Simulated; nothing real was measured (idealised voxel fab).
Name of the process module below: voxel self aligned contacts
The cross-section on display is named cut; it measures 185 nm wide, and its cells are 5 nm squares.
Throughout this document, each cross-section is represented as a grid of square cells and is presented as a sequence of bands enumerated from the top downward, where a band comprises one or more rows of cells. What a band's entry tells you: where the top is and where the bottom is, as heights in nm, and after that what lies inside, material by material from left to right, each with its width in nm. Empty space is written as the word "empty", and a single material marked with the word "everywhere" occupies the band from edge to edge. Heights are measured from 0, the level below which the as-received wafer is all one material; the lowest band has no bottom and continues downward, written as in "0 nm and below". It should be noted that a width expressed as "30 to 40" varies in equal increments from row to row of cells within the band, taking the value of the first number at the top row and that of the second number at the bottom row. No cell of the cross-section changed in a step that is given as "no alteration". Any empty space of 8 cells or more lacking an open way to the top shows up in "Closed void entries" as width x height at distance, distance from the left edge, in nm. It should be noted that, on the line of a given step, the content following the step's settings is a remark produced by the simulator itself with respect to that step. On any step carrying a mask, the "overlay nm" setting, if present on the step's line, tells how far right of its planned place the mask lay; negative values point to the left.

# So here's the lineup of process steps we planned
- 1: RECEIVE (material Si)
- 2: CONFORMAL_DEP (material SiO2; thk nm 5)
- 3: DIRECTIONAL_DEP (material polySi; thk nm 25)
- 4: DIRECTIONAL_DEP (material SiN; thk nm 25)
- 5: DIRECTIONAL_DEP (material aC; thk nm 15)
- 6: PATTERN (tone cover; mask id GATE; material resist; width nm 35; pitch nm 70; thk nm 30; overlay nm 0)
- 7: DIRECTIONAL_ETCH (etch materials aC; depth nm 15)
- 8: STRIP (etch materials resist)
- 9: DIRECTIONAL_ETCH (etch materials SiN; depth nm 25)
- 10: DIRECTIONAL_ETCH (etch materials polySi; depth nm 25)
- 11: STRIP (etch materials aC)
- 12: CONFORMAL_DEP (material SiN; thk nm 10)
- 13: DIRECTIONAL_ETCH (etch materials SiN; depth nm 10)
- 14: FILL_DEP (material SiO2; thk nm 10)
- 15: CMP (height nm 60)
- 16: PATTERN (tone open; mask id CONTACT; material resist; width nm 55; thk nm 20; overlay nm 0)
- 17: DIRECTIONAL_ETCH (etch materials SiO2; depth nm 60)
- 18: STRIP (etch materials resist)
- 19: CONFORMAL_DEP (material TiN; thk nm 5)
- 20: FILL_DEP (material W; thk nm 5)
- 21: CMP (height nm 60)
- 22: CONFORMAL_DEP (material SiCN; thk nm 5)

# Incoming wafer in cross-section (state: after step 1)
> 0 nm and below = Si everywhere
> Closed void entries: none

# What the wafer looks like in cross-section after this module, when it starts as shown above and follows the plan above but one mistake is made in running it
> 65 nm to 60 nm = SiCN everywhere
> 60 nm to 55 nm = 25 nm W, then 40 nm TiN, then 55 nm SiO2, then 40 nm TiN, then 25 nm W
> 55 nm to 30 nm = 25 nm W, then 5 nm TiN, then 55 nm SiN, then 15 nm SiO2, then 55 nm SiN, then 5 nm TiN, then 25 nm W
> 30 nm to 5 nm = 25 nm W, then 5 nm TiN, then 10 nm SiN, then 35 nm polySi, then 10 nm SiN, then 15 nm SiO2, then 10 nm SiN, then 35 nm polySi, then 10 nm SiN, then 5 nm TiN, then 25 nm W
> 5 nm to 0 nm = 30 nm TiN, then 125 nm SiO2, then 30 nm TiN
> 0 nm and below = Si everywhere
> Closed void entries: none
What was done differently from what was planned? step 16 off recipe, ran as PATTERN (tone cover; mask id CONTACT; material resist; width nm 55; thk nm 20; overlay nm 0)
